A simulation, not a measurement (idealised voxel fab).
Process module under the name voxel self aligned vias
Xsec cut, 270 nm wide, square cell size 5 nm.
Each cross-section below is a grid of square cells, stated as bands in top-down order, with one or more rows of cells making up each band.
The band entry comprises the height of the band's top followed by the height of its bottom, expressed in nm, and subsequently the band's materials from left to right, each stated together with its width in nm. Where a single material is marked with the word "throughout", that material fills the band from edge to edge. The word "air" represents empty space.
Ref level 0: as-received wafer is one material below here. Bottom band extends down with no lower bound ("top 0, no bottom").
Width: "30->40" (first number = top row, second number = bottom row, same change from row to row of cells).
Reading "no change occurred" for a step: not a cell of the cross-section changed in it.
Closed empty spaces (no open way to the top) of 8 cells or more are what "Trapped voids" lists, each as width x height at distance from the left edge, nm for all three.
If you see something after the settings on a step's line, that's the simulator's own remark about that step.
"overlay nm", when on a step's line for a step with a mask, measures how far to the right of its planned place the mask lay; a negative measure means to the left.
Each of the pairs that make up the rest of this document says: here is the cross-section before one process step, here is the cross-section after it, drawn only down to the lowest band that changed, and here, under the pair, is the step lying between them with its settings. Different pairs may come from different runs of this module on the same starting wafer, so a pair continues from the pair above it only where its entry headed "State before" says so.
[State before]
top 0, no bottom | Si throughout
Trapped voids: none
[Structure After Step]
top 10, bottom 0 | SiO2 throughout
Unchanged below 0.
Trapped voids: none
Process step bridging the above cross-sections: CONFORMAL_DEP | material SiO2 | thk nm 10
State before: For the state before this step, see the after cross-section of the pair located directly above.
[Structure After Step]
top 15, bottom 10 | SiCN throughout
Unchanged below 10.
Trapped voids: none
Process step bridging the above cross-sections: CONFORMAL_DEP | material SiCN | thk nm 5
State before: For the state before this step, see the after cross-section of the pair located directly above.
[Structure After Step]
top 35, bottom 15 | SiO2 throughout
Unchanged below 15.
Trapped voids: none
Process step bridging the above cross-sections: DIRECTIONAL_DEP | material SiO2 | thk nm 20
State before: For the state before this step, see the after cross-section of the pair located directly above.
[Structure After Step]
top 35, bottom 15 | 90 SiO2 | 30 air | 30 SiO2 | 30 air | 90 SiO2
Unchanged below 15.
Trapped voids: none
Process step bridging the above cross-sections: MASKED_ETCH | tone open | mask id LINES | width nm 30 | pitch nm 60 | etch materials SiO2 | depth nm 20 | overlay nm 0
State before: For the state before this step, see the after cross-section of the pair located directly above.
[Structure After Step]
top 40, bottom 35 | 95 TiN | 20 air | 40 TiN | 20 air | 95 TiN
top 35, bottom 20 | 90 SiO2 | 5 TiN | 20 air | 5 TiN | 30 SiO2 | 5 TiN | 20 air | 5 TiN | 90 SiO2
top 20, bottom 15 | 90 SiO2 | 30 TiN | 30 SiO2 | 30 TiN | 90 SiO2
Unchanged below 15.
Trapped voids: none
Process step bridging the above cross-sections: CONFORMAL_DEP | material TiN | thk nm 5
State before: For the state before this step, see the after cross-section of the pair located directly above.
[Structure After Step]
top 50, bottom 40 | Ru throughout
top 40, bottom 35 | 95 TiN | 20 Ru | 40 TiN | 20 Ru | 95 TiN
top 35, bottom 20 | 90 SiO2 | 5 TiN | 20 Ru | 5 TiN | 30 SiO2 | 5 TiN | 20 Ru | 5 TiN | 90 SiO2
Unchanged below 20.
Trapped voids: none
Process step bridging the above cross-sections: FILL_DEP | material Ru | thk nm 10
State before: For the state before this step, see the after cross-section of the pair located directly above.
[Structure After Step]
top 35, bottom 20 | 90 SiO2 | 5 TiN | 20 Ru | 5 TiN | 30 SiO2 | 5 TiN | 20 Ru | 5 TiN | 90 SiO2
Unchanged below 20.
Trapped voids: none
Process step bridging the above cross-sections: CMP | height nm 35
State before: For the state before this step, see the after cross-section of the pair located directly above.
[Structure After Step]
top 35, bottom 25 | 90 SiO2 | 30 air | 30 SiO2 | 30 air | 90 SiO2
Unchanged below 25.
Trapped voids: none
Process step bridging the above cross-sections: SELECTIVE_ETCH | etch materials W Ru TiN | depth nm 10
State before: For the state before this step, see the after cross-section of the pair located directly above.
[Structure After Step]
top 45, bottom 35 | SiN throughout
top 35, bottom 25 | 90 SiO2 | 30 SiN | 30 SiO2 | 30 SiN | 90 SiO2
Unchanged below 25.
Trapped voids: none
Process step bridging the above cross-sections: FILL_DEP | material SiN | thk nm 10
State before: For the state before this step, see the after cross-section of the pair located directly above.
[Structure After Step]
top 35, bottom 25 | 90 SiO2 | 30 SiN | 30 SiO2 | 30 SiN | 90 SiO2
Unchanged below 25.
Trapped voids: none
Process step bridging the above cross-sections: CMP | height nm 35
State before: For the state before this step, see the after cross-section of the pair located directly above.
[Structure After Step]
top 50, bottom 35 | SiO2 throughout
Unchanged below 35.
Trapped voids: none
Process step bridging the above cross-sections: DIRECTIONAL_DEP | material SiO2 | thk nm 15
State before: For the state before this step, see the after cross-section of the pair located directly above.
[Structure After Step]
top 50, bottom 35 | 85 SiO2 | 40 air | 145 SiO2
Unchanged below 35.
Trapped voids: none
Process step bridging the above cross-sections: MASKED_ETCH | tone open | mask id VIAS | width nm 40 | etch materials SiO2 | depth nm 15 | overlay nm 0
State before: For the state before this step, see the after cross-section of the pair located directly above.
[Structure After Step]
top 50, bottom 35 | 85 SiO2 | 40 air | 145 SiO2
top 35, bottom 25 | 90 SiO2 | 30 air | 30 SiO2 | 30 SiN | 90 SiO2
Unchanged below 25.
Trapped voids: none
Process step bridging the above cross-sections: MASKED_ETCH | tone open | mask id VIAS | width nm 40 | etch materials SiN | depth nm 10 | overlay nm 0
State before: For the state before this step, see the after cross-section of the pair located directly above.
[Structure After Step]
top 55, bottom 50 | 90 TiN | 30 air | 150 TiN
top 50, bottom 40 | 85 SiO2 | 5 TiN | 30 air | 5 TiN | 145 SiO2
top 40, bottom 35 | 85 SiO2 | 10 TiN | 20 air | 10 TiN | 145 SiO2
top 35, bottom 30 | 90 SiO2 | 5 TiN | 20 air | 5 TiN | 30 SiO2 | 30 SiN | 90 SiO2
top 30, bottom 25 | 90 SiO2 | 30 TiN | 30 SiO2 | 30 SiN | 90 SiO2
Unchanged below 25.
Trapped voids: none
Process step bridging the above cross-sections: CONFORMAL_DEP | material TiN | thk nm 5
State before: For the state before this step, see the after cross-section of the pair located directly above.
[Structure After Step]
top 65, bottom 55 | Ru throughout
top 55, bottom 50 | 90 TiN | 30 Ru | 150 TiN
top 50, bottom 40 | 85 SiO2 | 5 TiN | 30 Ru | 5 TiN | 145 SiO2
top 40, bottom 35 | 85 SiO2 | 10 TiN | 20 Ru | 10 TiN | 145 SiO2
top 35, bottom 30 | 90 SiO2 | 5 TiN | 20 Ru | 5 TiN | 30 SiO2 | 30 SiN | 90 SiO2
Unchanged below 30.
Trapped voids: none
Process step bridging the above cross-sections: FILL_DEP | material Ru | thk nm 10
State before: For the state before this step, see the after cross-section of the pair located directly above.
[Structure After Step]
top 50, bottom 40 | 85 SiO2 | 5 TiN | 30 Ru | 5 TiN | 145 SiO2
Unchanged below 40.
Trapped voids: none
Process step bridging the above cross-sections: CMP | height nm 50
State before: For the state before this step, see the after cross-section of the pair located directly above.
[Structure After Step]
top 55, bottom 50 | SiN throughout
Unchanged below 50.
Trapped voids: none
Process step bridging the above cross-sections: CONFORMAL_DEP | material SiN | thk nm 5
[State before]
top 0, no bottom | Si throughout
Trapped voids: none
[Structure After Step]
top 5, bottom 0 | SiCN throughout
Unchanged below 0.
Trapped voids: none
Process step bridging the above cross-sections: CONFORMAL_DEP | material SiCN | thk nm 5
State before: For the state before this step, see the after cross-section of the pair located directly above.
[Structure After Step]
top 25, bottom 5 | SiO2 throughout
Unchanged below 5.
Trapped voids: none
Process step bridging the above cross-sections: DIRECTIONAL_DEP | material SiO2 | thk nm 20
State before: For the state before this step, see the after cross-section of the pair located directly above.
[Structure After Step]
top 25, bottom 5 | 90 SiO2 | 30 air | 30 SiO2 | 30 air | 90 SiO2
Unchanged below 5.
Trapped voids: none
Process step bridging the above cross-sections: MASKED_ETCH | tone open | mask id LINES | width nm 30 | pitch nm 60 | etch materials SiO2 | depth nm 20 | overlay nm 0
State before: For the state before this step, see the after cross-section of the pair located directly above.
[Structure After Step]
top 30, bottom 25 | 95 TiN | 20 air | 40 TiN | 20 air | 95 TiN
top 25, bottom 10 | 90 SiO2 | 5 TiN | 20 air | 5 TiN | 30 SiO2 | 5 TiN | 20 air | 5 TiN | 90 SiO2
top 10, bottom 5 | 90 SiO2 | 30 TiN | 30 SiO2 | 30 TiN | 90 SiO2
Unchanged below 5.
Trapped voids: none
Process step bridging the above cross-sections: CONFORMAL_DEP | material TiN | thk nm 5
State before: For the state before this step, see the after cross-section of the pair located directly above.
[Structure After Step]
top 40, bottom 30 | Ru throughout
top 30, bottom 25 | 95 TiN | 20 Ru | 40 TiN | 20 Ru | 95 TiN
top 25, bottom 10 | 90 SiO2 | 5 TiN | 20 Ru | 5 TiN | 30 SiO2 | 5 TiN | 20 Ru | 5 TiN | 90 SiO2
Unchanged below 10.
Trapped voids: none
Process step bridging the above cross-sections: FILL_DEP | material Ru | thk nm 10
State before: For the state before this step, see the after cross-section of the pair located directly above.
[Structure After Step]
top 35, bottom 30 | Ru throughout
Unchanged below 30.
Trapped voids: none
Process step bridging the above cross-sections: CMP | height nm 35
State before: For the state before this step, see the after cross-section of the pair located directly above.
[Structure After Step]
top 25, bottom 10 | 90 SiO2 | 5 TiN | 20 Ru | 5 TiN | 30 SiO2 | 5 TiN | 20 Ru | 5 TiN | 90 SiO2
Unchanged below 10.
Trapped voids: none
Process step bridging the above cross-sections: SELECTIVE_ETCH | etch materials W Ru TiN | depth nm 10
State before: For the state before this step, see the after cross-section of the pair located directly above.
[Structure After Step]
top 35, bottom 25 | SiN throughout
Unchanged below 25.
Trapped voids: none
Process step bridging the above cross-sections: FILL_DEP | material SiN | thk nm 10
State before: For the state before this step, see the after cross-section of the pair located directly above.
[Structure After Step]
top 50, bottom 35 | SiO2 throughout
Unchanged below 35.
Trapped voids: none
Process step bridging the above cross-sections: DIRECTIONAL_DEP | material SiO2 | thk nm 15
State before: For the state before this step, see the after cross-section of the pair located directly above.
[Structure After Step]
top 50, bottom 35 | 85 SiO2 | 40 air | 145 SiO2
Unchanged below 35.
Trapped voids: none
Process step bridging the above cross-sections: MASKED_ETCH | tone open | mask id VIAS | width nm 40 | etch materials SiO2 | depth nm 15 | overlay nm 0
State before: For the state before this step, see the after cross-section of the pair located directly above.
[Structure After Step]
top 50, bottom 35 | 85 SiO2 | 40 air | 145 SiO2
top 35, bottom 25 | 85 SiN | 40 air | 145 SiN
Unchanged below 25.
Trapped voids: none
Process step bridging the above cross-sections: MASKED_ETCH | tone open | mask id VIAS | width nm 40 | etch materials SiN | depth nm 10 | overlay nm 0
State before: For the state before this step, see the after cross-section of the pair located directly above.
[Structure After Step]
top 55, bottom 50 | 90 TiN | 30 air | 150 TiN
top 50, bottom 35 | 85 SiO2 | 5 TiN | 30 air | 5 TiN | 145 SiO2
top 35, bottom 30 | 85 SiN | 5 TiN | 30 air | 5 TiN | 145 SiN
top 30, bottom 25 | 85 SiN | 40 TiN | 145 SiN
Unchanged below 25.
Trapped voids: none
Process step bridging the above cross-sections: CONFORMAL_DEP | material TiN | thk nm 5
State before: For the state before this step, see the after cross-section of the pair located directly above.
[Structure After Step]
top 65, bottom 55 | Ru throughout
top 55, bottom 50 | 90 TiN | 30 Ru | 150 TiN
top 50, bottom 35 | 85 SiO2 | 5 TiN | 30 Ru | 5 TiN | 145 SiO2
top 35, bottom 30 | 85 SiN | 5 TiN | 30 Ru | 5 TiN | 145 SiN
Unchanged below 30.
Trapped voids: none
Process step bridging the above cross-sections: FILL_DEP | material Ru | thk nm 10
State before: For the state before this step, see the after cross-section of the pair located directly above.
[Structure After Step]
top 50, bottom 35 | 85 SiO2 | 5 TiN | 30 Ru | 5 TiN | 145 SiO2
Unchanged below 35.
Trapped voids: none
Process step bridging the above cross-sections: CMP | height nm 50
State before: For the state before this step, see the after cross-section of the pair located directly above.
[Structure After Step]
top 55, bottom 50 | SiN throughout
Unchanged below 50.
Trapped voids: none
Process step bridging the above cross-sections: CONFORMAL_DEP | material SiN | thk nm 5
[State before]
top 50, bottom 35 | 85 SiO2 | 40 air | 145 SiO2
top 35, bottom 25 | 90 SiO2 | 30 SiN | 30 SiO2 | 30 SiN | 90 SiO2
top 25, bottom 20 | 90 SiO2 | 5 TiN | 20 Ru | 5 TiN | 30 SiO2 | 5 TiN | 20 Ru | 5 TiN | 90 SiO2
top 20, bottom 15 | 90 SiO2 | 30 TiN | 30 SiO2 | 30 TiN | 90 SiO2
top 15, bottom 10 | SiCN throughout
top 10, bottom 0 | SiO2 throughout
top 0, no bottom | Si throughout
Trapped voids: none
[Structure After Step]
top 50, bottom 35 | 85 SiO2 | 40 air | 145 SiO2
top 35, bottom 25 | 85 SiO2 | 5 air | 30 SiN | 5 air | 25 SiO2 | 30 SiN | 90 SiO2
top 25, bottom 20 | 85 SiO2 | 5 air | 5 TiN | 20 Ru | 5 TiN | 5 air | 25 SiO2 | 5 TiN | 20 Ru | 5 TiN | 90 SiO2
Unchanged below 20.
Trapped voids: none
Process step bridging the above cross-sections: MASKED_ETCH | tone open | mask id VIAS | width nm 40 | etch materials SiO2 | depth nm 15 | overlay nm 0
State before: For the state before this step, see the after cross-section of the pair located directly above.
[Structure After Step]
top 50, bottom 35 | 85 SiO2 | 40 air | 145 SiO2
top 35, bottom 25 | 85 SiO2 | 40 air | 25 SiO2 | 30 SiN | 90 SiO2
Unchanged below 25.
Trapped voids: none
Process step bridging the above cross-sections: MASKED_ETCH | tone open | mask id VIAS | width nm 40 | etch materials SiN | depth nm 10 | overlay nm 0
State before: For the state before this step, see the after cross-section of the pair located directly above.
[Structure After Step]
top 55, bottom 50 | 90 TiN | 30 air | 150 TiN
top 50, bottom 35 | 85 SiO2 | 5 TiN | 30 air | 5 TiN | 145 SiO2
top 35, bottom 30 | 85 SiO2 | 5 TiN | 30 air | 5 TiN | 25 SiO2 | 30 SiN | 90 SiO2
top 30, bottom 25 | 85 SiO2 | 40 TiN | 25 SiO2 | 30 SiN | 90 SiO2
top 25, bottom 20 | 85 SiO2 | 10 TiN | 20 Ru | 10 TiN | 25 SiO2 | 5 TiN | 20 Ru | 5 TiN | 90 SiO2
Unchanged below 20.
Trapped voids: none
Process step bridging the above cross-sections: CONFORMAL_DEP | material TiN | thk nm 5
State before: For the state before this step, see the after cross-section of the pair located directly above.
[Structure After Step]
top 65, bottom 55 | Ru throughout
top 55, bottom 50 | 90 TiN | 30 Ru | 150 TiN
top 50, bottom 35 | 85 SiO2 | 5 TiN | 30 Ru | 5 TiN | 145 SiO2
top 35, bottom 30 | 85 SiO2 | 5 TiN | 30 Ru | 5 TiN | 25 SiO2 | 30 SiN | 90 SiO2
Unchanged below 30.
Trapped voids: none
Process step bridging the above cross-sections: FILL_DEP | material Ru | thk nm 10
State before: For the state before this step, see the after cross-section of the pair located directly above.
[Structure After Step]
top 50, bottom 35 | 85 SiO2 | 5 TiN | 30 Ru | 5 TiN | 145 SiO2
Unchanged below 35.
Trapped voids: none
Process step bridging the above cross-sections: CMP | height nm 50
State before: For the state before this step, see the after cross-section of the pair located directly above.
[Structure After Step]
top 55, bottom 50 | SiN throughout
Unchanged below 50.
Trapped voids: none
Process step bridging the above cross-sections: CONFORMAL_DEP | material SiN | thk nm 5
[State before]
top 10, bottom 0 | SiO2 throughout
top 0, no bottom | Si throughout
Trapped voids: none
[Structure After Step]
top 30, bottom 0 | SiO2 throughout
Unchanged below 0.
Trapped voids: none
Process step bridging the above cross-sections: DIRECTIONAL_DEP | material SiO2 | thk nm 20
State before: For the state before this step, see the after cross-section of the pair located directly above.
[Structure After Step]
top 35, bottom 30 | SiCN throughout
Unchanged below 30.
Trapped voids: none
Process step bridging the above cross-sections: CONFORMAL_DEP | material SiCN | thk nm 5
State before: For the state before this step, see the after cross-section of the pair located directly above.
[Structure After Step]
top 40, bottom 35 | TiN throughout
Unchanged below 35.
Trapped voids: none
Process step bridging the above cross-sections: CONFORMAL_DEP | material TiN | thk nm 5
State before: For the state before this step, see the after cross-section of the pair located directly above.
[Structure After Step]
top 50, bottom 40 | Ru throughout
Unchanged below 40.
Trapped voids: none
Process step bridging the above cross-sections: FILL_DEP | material Ru | thk nm 10
State before: For the state before this step, see the after cross-section of the pair located directly above.
[Structure After Step]
top 35, bottom 30 | SiCN throughout
Unchanged below 30.
Trapped voids: none
Process step bridging the above cross-sections: CMP | height nm 35
State before: For the state before this step, see the after cross-section of the pair located directly above.
[Structure After Step]
top 45, bottom 35 | SiN throughout
Unchanged below 35.
Trapped voids: none
Process step bridging the above cross-sections: FILL_DEP | material SiN | thk nm 10
State before: For the state before this step, see the after cross-section of the pair located directly above.
[Structure After Step]
top 35, bottom 30 | SiCN throughout
Unchanged below 30.
Trapped voids: none
Process step bridging the above cross-sections: CMP | height nm 35
State before: For the state before this step, see the after cross-section of the pair located directly above.
[Structure After Step]
top 50, bottom 35 | SiO2 throughout
Unchanged below 35.
Trapped voids: none
Process step bridging the above cross-sections: DIRECTIONAL_DEP | material SiO2 | thk nm 15
State before: For the state before this step, see the after cross-section of the pair located directly above.
[Structure After Step]
top 50, bottom 35 | 85 SiO2 | 40 air | 145 SiO2
Unchanged below 35.
Trapped voids: none
Process step bridging the above cross-sections: MASKED_ETCH | tone open | mask id VIAS | width nm 40 | etch materials SiO2 | depth nm 15 | overlay nm 0
State before: For the state before this step, see the after cross-section of the pair located directly above.
[Structure After Step]
top 55, bottom 50 | 90 TiN | 30 air | 150 TiN
top 50, bottom 40 | 85 SiO2 | 5 TiN | 30 air | 5 TiN | 145 SiO2
top 40, bottom 35 | 85 SiO2 | 40 TiN | 145 SiO2
Unchanged below 35.
Trapped voids: none
Process step bridging the above cross-sections: CONFORMAL_DEP | material TiN | thk nm 5
State before: For the state before this step, see the after cross-section of the pair located directly above.
[Structure After Step]
top 65, bottom 55 | Ru throughout
top 55, bottom 50 | 90 TiN | 30 Ru | 150 TiN
top 50, bottom 40 | 85 SiO2 | 5 TiN | 30 Ru | 5 TiN | 145 SiO2
Unchanged below 40.
Trapped voids: none
Process step bridging the above cross-sections: FILL_DEP | material Ru | thk nm 10
State before: For the state before this step, see the after cross-section of the pair located directly above.
[Structure After Step]
top 50, bottom 40 | 85 SiO2 | 5 TiN | 30 Ru | 5 TiN | 145 SiO2
Unchanged below 40.
Trapped voids: none
Process step bridging the above cross-sections: CMP | height nm 50
State before: For the state before this step, see the after cross-section of the pair located directly above.
[Structure After Step]
top 55, bottom 50 | SiN throughout
Unchanged below 50.
Trapped voids: none
Process step bridging the above cross-sections: CONFORMAL_DEP | material SiN | thk nm 5
[State before]
top 50, bottom 40 | 85 SiO2 | 5 TiN | 30 Ru | 5 TiN | 145 SiO2
top 40, bottom 35 | 85 SiO2 | 10 TiN | 20 Ru | 10 TiN | 145 SiO2
top 35, bottom 30 | 90 SiO2 | 5 TiN | 20 Ru | 5 TiN | 30 SiO2 | 30 SiN | 90 SiO2
top 30, bottom 25 | 90 SiO2 | 30 TiN | 30 SiO2 | 30 SiN | 90 SiO2
top 25, bottom 20 | 90 SiO2 | 5 TiN | 20 Ru | 5 TiN | 30 SiO2 | 5 TiN | 20 Ru | 5 TiN | 90 SiO2
top 20, bottom 15 | 90 SiO2 | 30 TiN | 30 SiO2 | 30 TiN | 90 SiO2
top 15, bottom 10 | SiCN throughout
top 10, bottom 0 | SiO2 throughout
top 0, no bottom | Si throughout
Trapped voids: none
[Structure After Step]
top 65, bottom 50 | SiN throughout
Unchanged below 50.
Trapped voids: none
Process step bridging the above cross-sections: CONFORMAL_DEP | material SiN | thk nm 15
[State before]
top 50, bottom 35 | SiO2 throughout
top 35, bottom 25 | 90 SiO2 | 30 SiN | 30 SiO2 | 30 SiN | 90 SiO2
top 25, bottom 20 | 90 SiO2 | 5 TiN | 20 Ru | 5 TiN | 30 SiO2 | 5 TiN | 20 Ru | 5 TiN | 90 SiO2
top 20, bottom 15 | 90 SiO2 | 30 TiN | 30 SiO2 | 30 TiN | 90 SiO2
top 15, bottom 10 | SiCN throughout
top 10, bottom 0 | SiO2 throughout
top 0, no bottom | Si throughout
Trapped voids: none
[Structure After Step]
top 50, bottom 35 | 90 SiO2 | 30 air | 150 SiO2
Unchanged below 35.
Trapped voids: none
Process step bridging the above cross-sections: MASKED_ETCH | tone open | mask id VIAS | width nm 30 | etch materials SiO2 | depth nm 15 | overlay nm 0
State before: For the state before this step, see the after cross-section of the pair located directly above.
[Structure After Step]
top 50, bottom 35 | 90 SiO2 | 30 air | 150 SiO2
top 35, bottom 25 | 90 SiO2 | 30 air | 30 SiO2 | 30 SiN | 90 SiO2
Unchanged below 25.
Trapped voids: none
Process step bridging the above cross-sections: MASKED_ETCH | tone open | mask id VIAS | width nm 40 | etch materials SiN | depth nm 10 | overlay nm 0
State before: For the state before this step, see the after cross-section of the pair located directly above.
[Structure After Step]
top 55, bottom 50 | 95 TiN | 20 air | 155 TiN
top 50, bottom 35 | 90 SiO2 | 5 TiN | 20 air | 5 TiN | 150 SiO2
top 35, bottom 30 | 90 SiO2 | 5 TiN | 20 air | 5 TiN | 30 SiO2 | 30 SiN | 90 SiO2
top 30, bottom 25 | 90 SiO2 | 30 TiN | 30 SiO2 | 30 SiN | 90 SiO2
Unchanged below 25.
Trapped voids: none
Process step bridging the above cross-sections: CONFORMAL_DEP | material TiN | thk nm 5
State before: For the state before this step, see the after cross-section of the pair located directly above.
[Structure After Step]
top 65, bottom 55 | Ru throughout
top 55, bottom 50 | 95 TiN | 20 Ru | 155 TiN
top 50, bottom 35 | 90 SiO2 | 5 TiN | 20 Ru | 5 TiN | 150 SiO2
top 35, bottom 30 | 90 SiO2 | 5 TiN | 20 Ru | 5 TiN | 30 SiO2 | 30 SiN | 90 SiO2
Unchanged below 30.
Trapped voids: none
Process step bridging the above cross-sections: FILL_DEP | material Ru | thk nm 10
State before: For the state before this step, see the after cross-section of the pair located directly above.
[Structure After Step]
top 50, bottom 35 | 90 SiO2 | 5 TiN | 20 Ru | 5 TiN | 150 SiO2
Unchanged below 35.
Trapped voids: none
Process step bridging the above cross-sections: CMP | height nm 50
State before: For the state before this step, see the after cross-section of the pair located directly above.
[Structure After Step]
top 55, bottom 50 | SiN throughout
Unchanged below 50.
Trapped voids: none
Process step bridging the above cross-sections: CONFORMAL_DEP | material SiN | thk nm 5
[State before]
top 35, bottom 15 | SiO2 throughout
top 15, bottom 10 | SiCN throughout
top 10, bottom 0 | SiO2 throughout
top 0, no bottom | Si throughout
Trapped voids: none
[Structure After Step]
top 35, bottom 15 | 95 SiO2 | 30 air | 30 SiO2 | 30 air | 85 SiO2
Unchanged below 15.
Trapped voids: none
Process step bridging the above cross-sections: MASKED_ETCH | tone open | mask id LINES | width nm 30 | pitch nm 60 | etch materials SiO2 | depth nm 20 | overlay nm 5
State before: For the state before this step, see the after cross-section of the pair located directly above.
[Structure After Step]
top 40, bottom 35 | 100 TiN | 20 air | 40 TiN | 20 air | 90 TiN
top 35, bottom 20 | 95 SiO2 | 5 TiN | 20 air | 5 TiN | 30 SiO2 | 5 TiN | 20 air | 5 TiN | 85 SiO2
top 20, bottom 15 | 95 SiO2 | 30 TiN | 30 SiO2 | 30 TiN | 85 SiO2
Unchanged below 15.
Trapped voids: none
Process step bridging the above cross-sections: CONFORMAL_DEP | material TiN | thk nm 5
State before: For the state before this step, see the after cross-section of the pair located directly above.
[Structure After Step]
top 50, bottom 40 | Ru throughout
top 40, bottom 35 | 100 TiN | 20 Ru | 40 TiN | 20 Ru | 90 TiN
top 35, bottom 20 | 95 SiO2 | 5 TiN | 20 Ru | 5 TiN | 30 SiO2 | 5 TiN | 20 Ru | 5 TiN | 85 SiO2
Unchanged below 20.
Trapped voids: none
Process step bridging the above cross-sections: FILL_DEP | material Ru | thk nm 10
State before: For the state before this step, see the after cross-section of the pair located directly above.
[Structure After Step]
top 35, bottom 20 | 95 SiO2 | 5 TiN | 20 Ru | 5 TiN | 30 SiO2 | 5 TiN | 20 Ru | 5 TiN | 85 SiO2
Unchanged below 20.
Trapped voids: none
Process step bridging the above cross-sections: CMP | height nm 35
State before: For the state before this step, see the after cross-section of the pair located directly above.
[Structure After Step]
top 35, bottom 25 | 95 SiO2 | 30 air | 30 SiO2 | 30 air | 85 SiO2
Unchanged below 25.
Trapped voids: none
Process step bridging the above cross-sections: SELECTIVE_ETCH | etch materials W Ru TiN | depth nm 10
State before: For the state before this step, see the after cross-section of the pair located directly above.
[Structure After Step]
top 45, bottom 35 | SiN throughout
top 35, bottom 25 | 95 SiO2 | 30 SiN | 30 SiO2 | 30 SiN | 85 SiO2
Unchanged below 25.
Trapped voids: none
Process step bridging the above cross-sections: FILL_DEP | material SiN | thk nm 10
State before: For the state before this step, see the after cross-section of the pair located directly above.
[Structure After Step]
top 35, bottom 25 | 95 SiO2 | 30 SiN | 30 SiO2 | 30 SiN | 85 SiO2
Unchanged below 25.
Trapped voids: none
Process step bridging the above cross-sections: CMP | height nm 35
State before: For the state before this step, see the after cross-section of the pair located directly above.
[Structure After Step]
top 50, bottom 35 | SiO2 throughout
Unchanged below 35.
Trapped voids: none
Process step bridging the above cross-sections: DIRECTIONAL_DEP | material SiO2 | thk nm 15
State before: For the state before this step, see the after cross-section of the pair located directly above.
[Structure After Step]
top 50, bottom 35 | 85 SiO2 | 40 air | 145 SiO2
Unchanged below 35.
Trapped voids: none
Process step bridging the above cross-sections: MASKED_ETCH | tone open | mask id VIAS | width nm 40 | etch materials SiO2 | depth nm 15 | overlay nm 0
State before: For the state before this step, see the after cross-section of the pair located directly above.
[Structure After Step]
top 50, bottom 35 | 85 SiO2 | 40 air | 145 SiO2
top 35, bottom 25 | 95 SiO2 | 30 air | 30 SiO2 | 30 SiN | 85 SiO2
Unchanged below 25.
Trapped voids: none
Process step bridging the above cross-sections: MASKED_ETCH | tone open | mask id VIAS | width nm 40 | etch materials SiN | depth nm 10 | overlay nm 0
State before: For the state before this step, see the after cross-section of the pair located directly above.
[Structure After Step]
top 55, bottom 50 | 90 TiN | 30 air | 150 TiN
top 50, bottom 40 | 85 SiO2 | 5 TiN | 30 air | 5 TiN | 145 SiO2
top 40, bottom 35 | 85 SiO2 | 15 TiN | 20 air | 5 TiN | 145 SiO2
top 35, bottom 30 | 95 SiO2 | 5 TiN | 20 air | 5 TiN | 30 SiO2 | 30 SiN | 85 SiO2
top 30, bottom 25 | 95 SiO2 | 30 TiN | 30 SiO2 | 30 SiN | 85 SiO2
Unchanged below 25.
Trapped voids: none
Process step bridging the above cross-sections: CONFORMAL_DEP | material TiN | thk nm 5
State before: For the state before this step, see the after cross-section of the pair located directly above.
[Structure After Step]
top 65, bottom 55 | Ru throughout
top 55, bottom 50 | 90 TiN | 30 Ru | 150 TiN
top 50, bottom 40 | 85 SiO2 | 5 TiN | 30 Ru | 5 TiN | 145 SiO2
top 40, bottom 35 | 85 SiO2 | 15 TiN | 20 Ru | 5 TiN | 145 SiO2
top 35, bottom 30 | 95 SiO2 | 5 TiN | 20 Ru | 5 TiN | 30 SiO2 | 30 SiN | 85 SiO2
Unchanged below 30.
Trapped voids: none
Process step bridging the above cross-sections: FILL_DEP | material Ru | thk nm 10
State before: For the state before this step, see the after cross-section of the pair located directly above.
[Structure After Step]
top 50, bottom 40 | 85 SiO2 | 5 TiN | 30 Ru | 5 TiN | 145 SiO2
Unchanged below 40.
Trapped voids: none
Process step bridging the above cross-sections: CMP | height nm 50
State before: For the state before this step, see the after cross-section of the pair located directly above.
[Structure After Step]
top 55, bottom 50 | SiN throughout
Unchanged below 50.
Trapped voids: none
Process step bridging the above cross-sections: CONFORMAL_DEP | material SiN | thk nm 5
[State before]
top 55, bottom 50 | 90 TiN | 30 air | 150 TiN
top 50, bottom 40 | 85 SiO2 | 5 TiN | 30 air | 5 TiN | 145 SiO2
top 40, bottom 35 | 85 SiO2 | 10 TiN | 20 air | 10 TiN | 145 SiO2
top 35, bottom 30 | 90 SiO2 | 5 TiN | 20 air | 5 TiN | 30 SiO2 | 30 SiN | 90 SiO2
top 30, bottom 25 | 90 SiO2 | 30 TiN | 30 SiO2 | 30 SiN | 90 SiO2
top 25, bottom 20 | 90 SiO2 | 5 TiN | 20 Ru | 5 TiN | 30 SiO2 | 5 TiN | 20 Ru | 5 TiN | 90 SiO2
top 20, bottom 15 | 90 SiO2 | 30 TiN | 30 SiO2 | 30 TiN | 90 SiO2
top 15, bottom 10 | SiCN throughout
top 10, bottom 0 | SiO2 throughout
top 0, no bottom | Si throughout
Trapped voids: none
[Structure After Step]
top 65, bottom 55 | SiN throughout
top 55, bottom 50 | 90 TiN | 30 SiN | 150 TiN
top 50, bottom 40 | 85 SiO2 | 5 TiN | 30 SiN | 5 TiN | 145 SiO2
top 40, bottom 35 | 85 SiO2 | 10 TiN | 20 SiN | 10 TiN | 145 SiO2
top 35, bottom 30 | 90 SiO2 | 5 TiN | 20 SiN | 5 TiN | 30 SiO2 | 30 SiN | 90 SiO2
Unchanged below 30.
Trapped voids: none
Process step bridging the above cross-sections: FILL_DEP | material SiN | thk nm 10
State before: For the state before this step, see the after cross-section of the pair located directly above.
[Structure After Step]
top 50, bottom 40 | 85 SiO2 | 5 TiN | 30 SiN | 5 TiN | 145 SiO2
Unchanged below 40.
Trapped voids: none
Process step bridging the above cross-sections: CMP | height nm 50
State before: For the state before this step, see the after cross-section of the pair located directly above.
[Structure After Step]
top 55, bottom 50 | SiN throughout
Unchanged below 50.
Trapped voids: none
Process step bridging the above cross-sections: CONFORMAL_DEP | material SiN | thk nm 5
[State before]
top 35, bottom 15 | SiO2 throughout
top 15, bottom 10 | SiCN throughout
top 10, bottom 0 | SiO2 throughout
top 0, no bottom | Si throughout
Trapped voids: none
[Structure After Step]
top 35, bottom 15 | 90 air | 30 SiO2 | 30 air | 30 SiO2 | 90 air
Unchanged below 15.
Trapped voids: none
Process step bridging the above cross-sections: MASKED_ETCH | tone cover | mask id LINES | width nm 30 | pitch nm 60 | etch materials SiO2 | depth nm 20 | overlay nm 0
State before: For the state before this step, see the after cross-section of the pair located directly above.
[Structure After Step]
top 40, bottom 35 | 85 air | 40 TiN | 20 air | 40 TiN | 85 air
top 35, bottom 20 | 85 air | 5 TiN | 30 SiO2 | 5 TiN | 20 air | 5 TiN | 30 SiO2 | 5 TiN | 85 air
top 20, bottom 15 | 90 TiN | 30 SiO2 | 30 TiN | 30 SiO2 | 90 TiN
Unchanged below 15.
Trapped voids: none
Process step bridging the above cross-sections: CONFORMAL_DEP | material TiN | thk nm 5
